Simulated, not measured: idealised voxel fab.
Process module name: voxel double patterning
The width of the displayed cross-section, cut, is 175 nm; its cells are square, with a size of 5 nm.
Cross-section spec: square-cell grid; bands listed top down; each band is one or more rows.
Read a band's entry like this: the first values are the height of its top and the height of its bottom in nm, and what follows is the sequence of materials from left to right, each with its width in nm. Note that "empty" is empty space, and that a single material marked "everywhere" reaches across the band from edge to edge.
Ref level 0: as-received wafer is one material below here. Bottom band extends down with no lower bound ("from 0 down").
Think of "30..40" as a width that walks from the first number to the second as you go down the band, top row to bottom row, taking equal-sized steps from row to row.
The cross-section has no changed cell in any step marked "nothing altered".
For the entry "Sealed internal cavities", the listed items are empty spaces with no open way to the top whose size is 8 cells or more; each item follows the pattern width x height at distance, where distance is from the left edge and all three are in nm.
The remark found on a step's line after its settings is issued by the simulator itself and pertains to that step.
You can add "overlay nm" to a step's line. For a step with a mask, it describes how far the mask lay to the right of its planned position, and a negative number describes a lay to the left.

THE STEPS PLANNED FOR THE PROCESS ARE AS FOLLOWS
1 RECEIVE with material Si
2 CONFORMAL_DEP with material SiN, thk nm 10
3 DIRECTIONAL_DEP with material SiO2, thk nm 15
4 DIRECTIONAL_DEP with material SiCN, thk nm 10
5 DIRECTIONAL_DEP with material aC, thk nm 10
6 PATTERN with tone open, mask id FIRST, material resist, width nm 15, pitch nm 50, thk nm 30, overlay nm 0
7 DIRECTIONAL_ETCH with etch materials aC, depth nm 10
8 STRIP with etch materials resist
9 DIRECTIONAL_ETCH with etch materials SiCN, depth nm 10
10 STRIP with etch materials aC
11 MASKED_ETCH with tone open, mask id SECOND, width nm 15, pitch nm 50, etch materials SiCN, depth nm 10, overlay nm 0
12 DIRECTIONAL_ETCH with etch materials SiO2, depth nm 15
13 STRIP with etch materials SiCN

STEP 1 COMPLETE: CROSS-SECTION OF THE WAFER AS RECEIVED
  from 0 down = Si everywhere
  Sealed internal cavities: none

RUN AS PLANNED - FIRST OF THE TWO WAFERS CROSS-SECTIONED AT THE END OF THE MODULE
  from 25 to 10 = SiO2 (30), then empty (15), then SiO2 (10), then empty (15), then SiO2 (10), then empty (15), then SiO2 (10), then empty (15), then SiO2 (10), then empty (15), then SiO2 (30)
  from 10 to 0 = SiN everywhere
  from 0 down = Si everywhere
  Sealed internal cavities: none

END-OF-MODULE CROSS-SECTION OF THE SECOND WAFER: IDENTICAL STARTING POINT AND PROCESS PLAN TO THE FIRST, WITH ONE PROCESSING MISTAKE
  from 25 to 10 = SiO2 (30), then empty (15), then SiO2 (10), then empty (15), then SiO2 (10), then empty (15), then SiO2 (10), then empty (15), then SiO2 (10), then empty (15), then SiO2 (30)
  from 10 to 0 = SiO2 everywhere
  from 0 down = Si everywhere
  Sealed internal cavities: none
In executing the process, a mistake was made relative to the plan: it should be noted that step 2 was executed with settings other than those planned, the operation and settings actually applied being CONFORMAL_DEP with material SiO2, thk nm 10
Final comparison by cell count, materials where the second wafer has more or fewer than the first: SiN: 70 fewer | SiO2: 70 more
